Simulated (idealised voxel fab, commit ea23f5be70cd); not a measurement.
Title: Process Module voxel capacitor over wiring
Section shown: cut. Width: 230 nm. Cell size: 5 nm, square.
Bands, listed from the top down, are how a cross-section gets written in this document; the cross-section itself is a grid of square cells, and a band is one or more rows of them.
It is stipulated that each band's entry specify, in nanometres, the height of the top of the band and then that of its bottom, followed by the materials of the band in left-to-right sequence, each together with its width in nanometres. A single material marked by the word "throughout" is understood to fill the band from edge to edge; the word "air" is understood to denote empty space.
Heights from 0 (as-received wafer is one material below). Bottom band endless downward, as "z 0 and below".
The width entry "30 to 40" should be interpreted row by row: the top row of cells in the band takes the first number, the bottom row takes the second number, and the change between adjacent rows is uniform throughout.
You'll sometimes find "identical to before" written for a step, and that's the way of saying that nowhere in the cross-section did a cell change during that step.
So "Enclosed void entries" is basically the list of trapped voids: any empty space of 8 cells or more that can't reach the top through an opening. They're written width x height at distance, the distance being from the left edge, and it's all nm.
Formally, on a step line, whatever follows the settings is a remark that the simulator itself makes on the step.
"overlay nm" denotes, for a step that has a mask, the displacement of the mask to the right of its planned place, with negative values corresponding to the left.

[The following list gives the planned process steps]
1) RECEIVE [material Si]
2) CONFORMAL_DEP [material SiO2] [thk nm 10]
3) CONFORMAL_DEP [material SiN] [thk nm 5]
4) DIRECTIONAL_DEP [material lowk] [thk nm 15]
5) PATTERN [tone open] [mask id METAL_1] [material resist] [width nm 20] [pitch nm 80] [thk nm 20] [overlay nm 0]
6) DIRECTIONAL_ETCH [etch materials lowk] [depth nm 15]
7) DIRECTIONAL_ETCH [etch materials SiN] [depth nm 5]
8) STRIP [etch materials resist]
9) CONFORMAL_DEP [material TiN] [thk nm 5]
10) FILL_DEP [material W] [thk nm 10]
11) CMP [height nm 30]
12) CONFORMAL_DEP [material SiCN] [thk nm 5]
13) DIRECTIONAL_DEP [material SiO2] [thk nm 15]
14) MASKED_ETCH [tone open] [mask id PLUG_1] [width nm 15] [etch materials SiO2] [depth nm 15] [overlay nm 0]
15) MASKED_ETCH [tone open] [mask id PLUG_1] [width nm 15] [etch materials SiCN] [depth nm 5] [overlay nm 0]
16) CONFORMAL_DEP [material TiN] [thk nm 5]
17) FILL_DEP [material Ru] [thk nm 10]
18) CMP [height nm 50]
19) DIRECTIONAL_DEP [material TiN] [thk nm 5]
20) DIRECTIONAL_DEP [material Al2O3] [thk nm 5]
21) DIRECTIONAL_DEP [material TiN] [thk nm 5]
22) MASKED_ETCH [tone cover] [mask id UPPER_PLATE] [width nm 65] [etch materials TiN] [depth nm 5] [overlay nm 0]
23) MASKED_ETCH [tone cover] [mask id UPPER_PLATE] [width nm 65] [etch materials Al2O3] [depth nm 5] [overlay nm 0]
24) PATTERN [tone cover] [mask id LOWER_PLATE] [material resist] [width nm 75] [thk nm 20] [overlay nm 0]
25) DIRECTIONAL_ETCH [etch materials TiN] [depth nm 5]
26) STRIP [etch materials resist]
27) FILL_DEP [material SiO2] [thk nm 15]
28) CMP [height nm 75]
29) MASKED_ETCH [tone open] [mask id PLUG_2] [width nm 15] [etch materials SiO2] [depth nm 10] [overlay nm 0]
30) CONFORMAL_DEP [material TiN] [thk nm 5]
31) FILL_DEP [material Ru] [thk nm 10]
32) CMP [height nm 75]
33) CONFORMAL_DEP [material SiN] [thk nm 5]

[As-received state of the wafer in cross-section, equivalent to post-step 1]
> z 0 and below: Si throughout
> Enclosed void entries: none

[End-of-module XS, first of two wafers, run as planned]
> z 80 to 75: SiN throughout
> z 75 to 70: SiO2 (80)  TiN (5)  Ru (5)  TiN (5)  SiO2 (135)
> z 70 to 60: SiO2 (80 to 70)  TiN (15 to 65)  SiO2 (135 to 95)
> z 60 to 55: SiO2 (70)  Al2O3 (65)  SiO2 (95)
> z 55 to 50: SiO2 (65)  TiN (75)  SiO2 (90)
> z 50 to 35: SiO2 (70)  TiN (5)  Ru (5)  TiN (5)  SiO2 (145)
> z 35 to 30: SiCN (70)  TiN (15)  SiCN (145)
> z 30 to 15: lowk (65)  TiN (5)  W (10)  TiN (5)  lowk (60)  TiN (5)  W (10)  TiN (5)  lowk (65)
> z 15 to 10: SiN (65)  TiN (20)  SiN (60)  TiN (20)  SiN (65)
> z 10 to 0: SiO2 throughout
> z 0 and below: Si throughout
> Enclosed void entries: none

[This cross-section belongs to the second wafer of two at the end of the module; the start and the plan were shared with the first, and the run included one mistake]
> z 80 to 75: SiN throughout
> z 75 to 70: SiO2 (80)  TiN (5)  Ru (5)  TiN (5)  SiO2 (135)
> z 70 to 60: SiO2 (80 to 70)  TiN (15 to 65)  SiO2 (135 to 95)
> z 60 to 55: SiO2 (70)  Al2O3 (65)  SiO2 (95)
> z 55 to 50: SiO2 (65)  TiN (75)  SiO2 (90)
> z 50 to 35: SiO2 (70)  TiN (5)  Ru (5)  TiN (5)  SiO2 (145)
> z 35 to 30: SiCN (70)  TiN (15)  SiCN (145)
> z 30 to 25: TiN (70)  W (10)  TiN (70)  W (10)  TiN (70)
> z 25 to 15: lowk (65)  TiN (5)  W (10)  TiN (5)  lowk (60)  TiN (5)  W (10)  TiN (5)  lowk (65)
> z 15 to 10: lowk (65)  TiN (20)  lowk (60)  TiN (20)  lowk (65)
> z 10 to 0: SiO2 throughout
> z 0 and below: Si throughout
> Enclosed void entries: none
Diagnosis: not run: step 3 of the plan (skipped)
Looking at both finished wafers in cells, the second ends up ahead of or behind the first on some materials: SiN: 38 fewer; TiN: 38 more
